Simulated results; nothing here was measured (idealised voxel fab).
Documented hereafter: the process module known as voxel tone inversion.
The cross-section shown here is cut; it is 295 nm wide and divided into square cells measuring 5 nm on a side.
Cross-section spec: square-cell grid; bands listed top down; each band is one or more rows. A band entry consists of two parts. The first gives the height of the band's top and the height of its bottom, in nm. The rest lists the band's materials from left to right, each with its width in nm. A single material labelled with the word "edge to edge" fills the band from edge to edge, and the word "blank" marks empty space. Heights are measured from 0, the level below which the as-received wafer is all one material; the lowest band has no bottom and continues downward, written as in "0 nm and below". When a width is written as two numbers, as in "30..40", the first number is the width in the top row of cells of the band and the second is the width in its bottom row, and the width changes by the same amount from each row to the next. Given "no change occurred" for a step, no cell of the cross-section differs between before and after that step. Under "Voids, sealed" you'll find the enclosed gaps, the ones with no way out to the top, that are 8 cells or bigger; each reads width x height at distance, with distance counted from the left edge, everything in nm. Read whatever lies past the settings on a step's line as the simulator's own remark about the step. Among the settings permitted on a step's line is "overlay nm"; applied to a step with a mask, it specifies the extent to which the mask lay to the right of its planned position, whereas a negative figure signifies a position to the left.

PLANNED STEP LIST FOR THE PROCESS
step 1: RECEIVE (material Si)
step 2: CONFORMAL_DEP (material SiN; thk nm 5)
step 3: DIRECTIONAL_DEP (material aC; thk nm 20)
step 4: PATTERN (tone cover; mask id POSTS; material resist; width nm 15; pitch nm 30; thk nm 25; overlay nm 0)
step 5: DIRECTIONAL_ETCH (etch materials aC; depth nm 20)
step 6: STRIP (etch materials resist)
step 7: FILL_DEP (material SiO2; thk nm 5)
step 8: CMP (height nm 25)
step 9: STRIP (etch materials aC)

INCOMING WAFER, CROSS-SECTIONAL VIEW, POST STEP 1
- 0 nm and below: Si edge to edge
- Voids, sealed: none

RUN AS PLANNED - FIRST OF THE TWO WAFERS CROSS-SECTIONED AT THE END OF THE MODULE
- 25 nm to 5 nm: 110 nm SiO2  15 nm blank  15 nm SiO2  15 nm blank  15 nm SiO2  15 nm blank  110 nm SiO2
- 5 nm to 0 nm: SiN edge to edge
- 0 nm and below: Si edge to edge
- Voids, sealed: none

SECOND OF TWO WAFERS, MODULE COMPLETE, SECTIONED: IT SHARES THE FIRST WAFER'S START AND PLAN BUT WAS RUN WITH ONE MISTAKE
- 25 nm to 20 nm: SiO2 edge to edge
- 20 nm to 0 nm: 110 nm SiO2  15 nm aC  15 nm SiO2  15 nm aC  15 nm SiO2  15 nm aC  110 nm SiO2
- 0 nm and below: Si edge to edge
- Voids, sealed: none
What broke from the plan during processing? heads up, step 2 of the plan was skipped and never actually ran
It is noted that, at the conclusion of processing, the second wafer exhibits a higher or lower cell count for certain materials relative to the first: 59 fewer of SiN; 59 more of SiO2; 36 more of aC
